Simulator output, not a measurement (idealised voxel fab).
Herein follows the process module entitled voxel ribs on slabs.
Square cell edge 5 nm, section width 200 nm, ID cut.
In what follows, cross-sections appear as grids of square cells, described through bands that run from the top down, where every band is one or more rows of cells.
Look at the band entry: it leads with the top's height and the bottom's height in nm. Then it lists the materials left to right, with a width in nm for each. The word "full width" on a single material says that material fills the band edge to edge. The word "blank" is empty space.
The level at which height equals 0 is the one under which the wafer, as it arrives, is entirely one material. No lower edge exists for the bottom band, which continues downward and is notated as in "top 0, no bottom".
The notation "30->40" denotes a width that varies across the rows of cells in the band, beginning at the first number in the top row, finishing at the second number in the bottom row, and changing by an identical amount from each row to the next.
The cross-section has no changed cell in any step marked "remains unaltered".
The entry titled "Sealed void listing" provides the empty spaces that have no open way to the top, restricted to those of 8 cells or more. Each is presented as width x height at distance, the distance being measured from the left edge, with all three in nm.
Whatever follows a step's settings on its line is a remark the simulator itself makes about that step.
overlay nm: mask right of planned place by this much (step with mask). Neg. = left.

[Intended process steps]
1: op RECEIVE | material Si
2: op DIRECTIONAL_DEP | material SiO2 | thk nm 30
3: op DIRECTIONAL_DEP | material SiN | thk nm 15
4: op PATTERN | tone cover | mask id RIB | material resist | width nm 30 | thk nm 20 | overlay nm 0
5: op DIRECTIONAL_ETCH | etch materials SiN | depth nm 5
6: op STRIP | etch materials resist
7: op PATTERN | tone cover | mask id SLAB | material resist | width nm 70 | thk nm 20 | overlay nm 0
8: op DIRECTIONAL_ETCH | etch materials SiN | depth nm 10
9: op STRIP | etch materials resist
10: op FILL_DEP | material SiO2 | thk nm 25
11: op CMP | height nm 60
12: op DIRECTIONAL_DEP | material TiN | thk nm 5
13: op PATTERN | tone cover | mask id HEATER | material resist | width nm 40 | thk nm 15 | overlay nm 0
14: op DIRECTIONAL_ETCH | etch materials TiN | depth nm 5
15: op STRIP | etch materials resist
16: op CONFORMAL_DEP | material SiO2 | thk nm 10

[The cross-section here shows the wafer as received, i.e. in its state after step 1]
    top 0, no bottom: Si full width
    Sealed void listing: none

[Here's the cross-section of the first of our two wafers at the end of the module - it ran as planned]
    top 75, bottom 70: blank (70), SiO2 (60), blank (70)
    top 70, bottom 65: SiO2 full width
    top 65, bottom 60: SiO2 (80), TiN (40), SiO2 (80)
    top 60, bottom 45: SiO2 full width
    top 45, bottom 40: SiO2 (85), SiN (30), SiO2 (85)
    top 40, bottom 30: SiO2 (65), SiN (70), SiO2 (65)
    top 30, bottom 0: SiO2 full width
    top 0, no bottom: Si full width
    Sealed void listing: none

[Second wafer through the module, sectioned at the end: same beginning and same plan as the first wafer, with one mistake in carrying it out]
    top 75, bottom 70: blank (70), SiO2 (60), blank (70)
    top 70, bottom 65: SiO2 full width
    top 65, bottom 60: SiO2 (80), TiN (40), SiO2 (80)
    top 60, bottom 40: SiO2 full width
    top 40, bottom 30: SiO2 (65), SiN (20), SiO2 (30), SiN (20), SiO2 (65)
    top 30, bottom 0: SiO2 full width
    top 0, no bottom: Si full width
    Sealed void listing: none
Heads up, the wafer didn't run the way we planned it: ran 3 and 4 in swapped order versus the plan
Cell-count delta at end, second wafer over first, by material: 18 fewer of SiN, 18 more of SiO2
